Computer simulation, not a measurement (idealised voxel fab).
You're looking at the process module voxel ribs on slabs.
The figure presents cross-section cut, which has a width of 165 nm and is divided into square cells with an edge length of 5 nm.
Cross-section = grid of square cells, listed top down in bands; band = one or more rows. In this notation a band is specified by the heights of its top and bottom, in that order and in nm, after which its materials appear from left to right, each paired with its width in nm. The word "throughout" attached to a single material means that material fills the band from edge to edge; the word "blank" stands for empty space. Basically, 0 is our baseline, since under it the wafer straight out of the box is all one material. The bottom band has no lower end and keeps on going down, so it looks like "from 0 down". A width such as "30 to 40" changes by the same amount from each row of cells to the next, from the band's top row to its bottom row. For the purposes of this document, the phrase "nothing was modified" attached to a step denotes that no cell within the cross-section was modified by that step. Look at "Sealed internal cavities" for the closed voids: empty spaces with no open path to the top, sized 8 cells or up. Each is width x height at distance, distance from the left edge, all nm. Anything after a step's settings on that line? It's the simulator's own note about the step. Regarding "overlay nm": on a step with a mask, it is the distance the mask lay to the right of its planned place; a negative value places it to the left.

**The process steps that were planned are listed below**
1,RECEIVE with material Si
2,DIRECTIONAL_DEP with material SiO2, thk nm 25
3,DIRECTIONAL_DEP with material SiN, thk nm 15
4,DIRECTIONAL_DEP with material aC, thk nm 10
5,PATTERN with tone cover, mask id RIB, material resist, width nm 25, thk nm 25, overlay nm 0
6,DIRECTIONAL_ETCH with etch materials aC, depth nm 10
7,STRIP with etch materials resist
8,DIRECTIONAL_ETCH with etch materials SiN, depth nm 10
9,STRIP with etch materials aC
10,PATTERN with tone cover, mask id SLAB, material resist, width nm 55, thk nm 15, overlay nm 0
11,DIRECTIONAL_ETCH with etch materials SiN, depth nm 5
12,STRIP with etch materials resist
13,FILL_DEP with material SiO2, thk nm 25
14,CMP with height nm 55
15,DIRECTIONAL_DEP with material W, thk nm 10
16,DIRECTIONAL_DEP with material aC, thk nm 10
17,PATTERN with tone cover, mask id HEATER, material resist, width nm 35, thk nm 25, overlay nm 0
18,DIRECTIONAL_ETCH with etch materials aC, depth nm 10
19,STRIP with etch materials resist
20,DIRECTIONAL_ETCH with etch materials W, depth nm 10
21,STRIP with etch materials aC
22,CONFORMAL_DEP with material SiO2, thk nm 5

**First wafer of two (run as planned)**

**As-received state of the wafer in cross-section, equivalent to post-step 1**
- from 0 down  Si throughout
- Sealed internal cavities: none

**The wafer in cross-section once step 2 is complete**
- from 25 to 0  SiO2 throughout
- below 0: unchanged

**The wafer in cross-section once step 3 is complete**
- from 40 to 25  SiN throughout
- below 25: unchanged

**The wafer in cross-section once step 4 is complete**
- from 50 to 40  aC throughout
- below 40: unchanged

**The wafer in cross-section once step 5 is complete**
- from 75 to 50  blank 70 nm  resist 25 nm  blank 70 nm
- below 50: unchanged

**The wafer in cross-section once step 6 is complete**
- from 65 to 50  blank 70 nm  resist 25 nm  blank 70 nm
- from 50 to 40  blank 70 nm  aC 25 nm  blank 70 nm
- below 40: unchanged

**The wafer in cross-section once step 7 is complete**
- from 50 to 40  blank 70 nm  aC 25 nm  blank 70 nm
- below 40: unchanged

**The wafer in cross-section once step 8 is complete**
- from 50 to 40  blank 70 nm  aC 25 nm  blank 70 nm
- from 40 to 30  blank 70 nm  SiN 25 nm  blank 70 nm
- below 30: unchanged

**The wafer in cross-section once step 9 is complete**
- from 40 to 30  blank 70 nm  SiN 25 nm  blank 70 nm
- below 30: unchanged

**The wafer in cross-section once step 10 is complete**
- from 55 to 40  blank 55 nm  resist 55 nm  blank 55 nm
- from 40 to 30  blank 55 nm  resist 15 nm  SiN 25 nm  resist 15 nm  blank 55 nm
- below 30: unchanged

**The wafer in cross-section once step 11 is complete**
- from 55 to 40  blank 55 nm  resist 55 nm  blank 55 nm
- from 40 to 30  blank 55 nm  resist 15 nm  SiN 25 nm  resist 15 nm  blank 55 nm
- from 30 to 25  blank 55 nm  SiN 55 nm  blank 55 nm
- below 25: unchanged

**The wafer in cross-section once step 12 is complete**
- from 40 to 30  blank 70 nm  SiN 25 nm  blank 70 nm
- below 30: unchanged

**The wafer in cross-section once step 13 is complete**
- from 65 to 40  SiO2 throughout
- from 40 to 30  SiO2 70 nm  SiN 25 nm  SiO2 70 nm
- from 30 to 25  SiO2 55 nm  SiN 55 nm  SiO2 55 nm
- below 25: unchanged

**The wafer in cross-section once step 14 is complete**
- from 55 to 40  SiO2 throughout
- below 40: unchanged

**The wafer in cross-section once step 15 is complete**
- from 65 to 55  W throughout
- below 55: unchanged

**The wafer in cross-section once step 16 is complete**
- from 75 to 65  aC throughout
- below 65: unchanged

**The wafer in cross-section once step 17 is complete**
- from 100 to 75  blank 65 nm  resist 35 nm  blank 65 nm
- below 75: unchanged

**The wafer in cross-section once step 18 is complete**
- from 90 to 75  blank 65 nm  resist 35 nm  blank 65 nm
- from 75 to 65  blank 65 nm  aC 35 nm  blank 65 nm
- below 65: unchanged

**The wafer in cross-section once step 19 is complete**
- from 75 to 65  blank 65 nm  aC 35 nm  blank 65 nm
- below 65: unchanged

**The wafer in cross-section once step 20 is complete**
- from 75 to 65  blank 65 nm  aC 35 nm  blank 65 nm
- from 65 to 55  blank 65 nm  W 35 nm  blank 65 nm
- below 55: unchanged

**The wafer in cross-section once step 21 is complete**
- from 65 to 55  blank 65 nm  W 35 nm  blank 65 nm
- below 55: unchanged

**The wafer in cross-section once step 22 is complete**
- from 70 to 65  blank 60 nm  SiO2 45 nm  blank 60 nm
- from 65 to 60  blank 60 nm  SiO2 5 nm  W 35 nm  SiO2 5 nm  blank 60 nm
- from 60 to 55  SiO2 65 nm  W 35 nm  SiO2 65 nm
- below 55: unchanged

**What follows concerns the second wafer, which started out like the first and was meant to follow the very same plan; one mistake crept in when it was run, but everything up to and including step 4 is the same as for the first wafer**

**Second wafer cross-section, taken as of the time the plan sets for step 5 to be done**
- from 75 to 50  resist 70 nm  blank 25 nm  resist 70 nm
- below 50: unchanged

**Second wafer cross-section, taken as of the time the plan sets for step 6 to be done**
- from 65 to 50  resist 70 nm  blank 25 nm  resist 70 nm
- from 50 to 40  aC 70 nm  blank 25 nm  aC 70 nm
- below 40: unchanged

**Second wafer cross-section, taken as of the time the plan sets for step 7 to be done**
- from 50 to 40  aC 70 nm  blank 25 nm  aC 70 nm
- below 40: unchanged

**Second wafer cross-section, taken as of the time the plan sets for step 8 to be done**
- from 50 to 40  aC 70 nm  blank 25 nm  aC 70 nm
- from 40 to 30  SiN 70 nm  blank 25 nm  SiN 70 nm
- below 30: unchanged

**Second wafer cross-section, taken as of the time the plan sets for step 9 to be done**
- from 40 to 30  SiN 70 nm  blank 25 nm  SiN 70 nm
- below 30: unchanged

**Second wafer cross-section, taken as of the time the plan sets for step 10 to be done**
- from 55 to 40  blank 55 nm  resist 55 nm  blank 55 nm
- from 40 to 30  SiN 70 nm  resist 25 nm  SiN 70 nm
- below 30: unchanged

**Second wafer cross-section, taken as of the time the plan sets for step 11 to be done**
- from 55 to 40  blank 55 nm  resist 55 nm  blank 55 nm
- from 40 to 35  blank 55 nm  SiN 15 nm  resist 25 nm  SiN 15 nm  blank 55 nm
- below 35: unchanged

**Second wafer cross-section, taken as of the time the plan sets for step 12 to be done**
- from 40 to 35  blank 55 nm  SiN 15 nm  blank 25 nm  SiN 15 nm  blank 55 nm
- from 35 to 30  SiN 70 nm  blank 25 nm  SiN 70 nm
- below 30: unchanged

**Second wafer cross-section, taken as of the time the plan sets for step 13 to be done**
- from 65 to 40  SiO2 throughout
- from 40 to 35  SiO2 55 nm  SiN 15 nm  SiO2 25 nm  SiN 15 nm  SiO2 55 nm
- from 35 to 30  SiN 70 nm  SiO2 25 nm  SiN 70 nm
- below 30: unchanged

**Second wafer cross-section, taken as of the time the plan sets for step 14 to be done**
- from 55 to 40  SiO2 throughout
- below 40: unchanged

**Second wafer cross-section, taken as of the time the plan sets for step 15 to be done**
- from 65 to 55  W throughout
- below 55: unchanged

**Second wafer cross-section, taken as of the time the plan sets for step 16 to be done**
- from 75 to 65  aC throughout
- below 65: unchanged

**Second wafer cross-section, taken as of the time the plan sets for step 17 to be done**
- from 100 to 75  blank 65 nm  resist 35 nm  blank 65 nm
- below 75: unchanged

**Second wafer cross-section, taken as of the time the plan sets for step 18 to be done**
- from 90 to 75  blank 65 nm  resist 35 nm  blank 65 nm
- from 75 to 65  blank 65 nm  aC 35 nm  blank 65 nm
- below 65: unchanged

**Second wafer cross-section, taken as of the time the plan sets for step 19 to be done**
- from 75 to 65  blank 65 nm  aC 35 nm  blank 65 nm
- below 65: unchanged

**Second wafer cross-section, taken as of the time the plan sets for step 20 to be done**
- from 75 to 65  blank 65 nm  aC 35 nm  blank 65 nm
- from 65 to 55  blank 65 nm  W 35 nm  blank 65 nm
- below 55: unchanged

**Second wafer cross-section, taken as of the time the plan sets for step 21 to be done**
- from 65 to 55  blank 65 nm  W 35 nm  blank 65 nm
- below 55: unchanged

**Second wafer cross-section, taken as of the time the plan sets for step 22 to be done**
- from 70 to 65  blank 60 nm  SiO2 45 nm  blank 60 nm
- from 65 to 60  blank 60 nm  SiO2 5 nm  W 35 nm  SiO2 5 nm  blank 60 nm
- from 60 to 55  SiO2 65 nm  W 35 nm  SiO2 65 nm
- below 55: unchanged
Heads up, the wafer didn't run the way we planned it: step 5 ran differently from the plan; actual operation with settings: PATTERN with tone open, mask id RIB, material resist, width nm 25, thk nm 25, overlay nm 0
It is noted that, at the conclusion of processing, the second wafer exhibits a higher or lower cell count for certain materials relative to the first: +46 SiN | -46 SiO2
